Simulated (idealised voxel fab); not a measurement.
process module | voxel ribs on slabs
cross-section cut | 205 nm wide | cells 5 nm
A cross-section is a grid of square cells, given in bands from the top down. A band is one or more rows of cells.
Each band's line starts with the height of the band's top and of its bottom, in nm. Then come its materials from left to right, each with its width in nm. One material with "throughout" fills the band from edge to edge. "air" is empty space.
Height 0 is the level under which the wafer as received is all one material. The lowest band goes on downwards, as in "0 down".
A width such as "30 to 40" changes by the same amount from each row of cells to the next, from the band's top row to its bottom row.
"no change" after a step means that no cell of the cross-section changed.
closed voids: empty space of 8 cells or more with no open way to the top, each as width x height at its distance from the left edge, in nm
after a step's settings: what the simulator itself notes on the step
overlay nm, on a step with a mask: how far to the right of its planned place the mask lay; to the left if negative
plan
1 op RECEIVE | material Si
2 op DIRECTIONAL_DEP | material SiO2 | thk nm 25
3 op DIRECTIONAL_DEP | material SiN | thk nm 15
4 op DIRECTIONAL_DEP | material aC | thk nm 15
5 op PATTERN | tone cover | mask id RIB | material resist | width nm 20 | thk nm 30 | overlay nm 0
6 op DIRECTIONAL_ETCH | etch materials aC | depth nm 15
7 op STRIP | etch materials resist
8 op DIRECTIONAL_ETCH | etch materials SiN | depth nm 5
9 op STRIP | etch materials aC
10 op MASKED_ETCH | tone cover | mask id SLAB | width nm 80 | etch materials SiN | depth nm 10 | overlay nm 0
11 op FILL_DEP | material SiO2 | thk nm 25
12 op CMP | height nm 55
13 op DIRECTIONAL_DEP | material TiN | thk nm 5
14 op PATTERN | tone cover | mask id HEATER | material resist | width nm 30 | thk nm 15 | overlay nm 0
15 op DIRECTIONAL_ETCH | etch materials TiN | depth nm 5
16 op STRIP | etch materials resist
17 op CONFORMAL_DEP | material SiO2 | thk nm 10
as received, after step 1
  0 down: Si throughout
  closed voids: none
a wafer at the end: this start, this plan, one mistake
  70 to 65: air 75 | SiO2 50 | air 80
  65 to 60: SiO2 throughout
  60 to 55: SiO2 85 | TiN 30 | SiO2 90
  55 to 40: SiO2 throughout
  40 to 35: SiO2 90 | SiN 20 | SiO2 95
  35 to 25: SiO2 65 | SiN 70 | SiO2 70
  25 to 0: SiO2 throughout
  0 down: Si throughout
  closed voids: none
what went wrong: step 10 ran as: op MASKED_ETCH | tone cover | mask id SLAB | width nm 70 | etch materials SiN | depth nm 10 | overlay nm 0
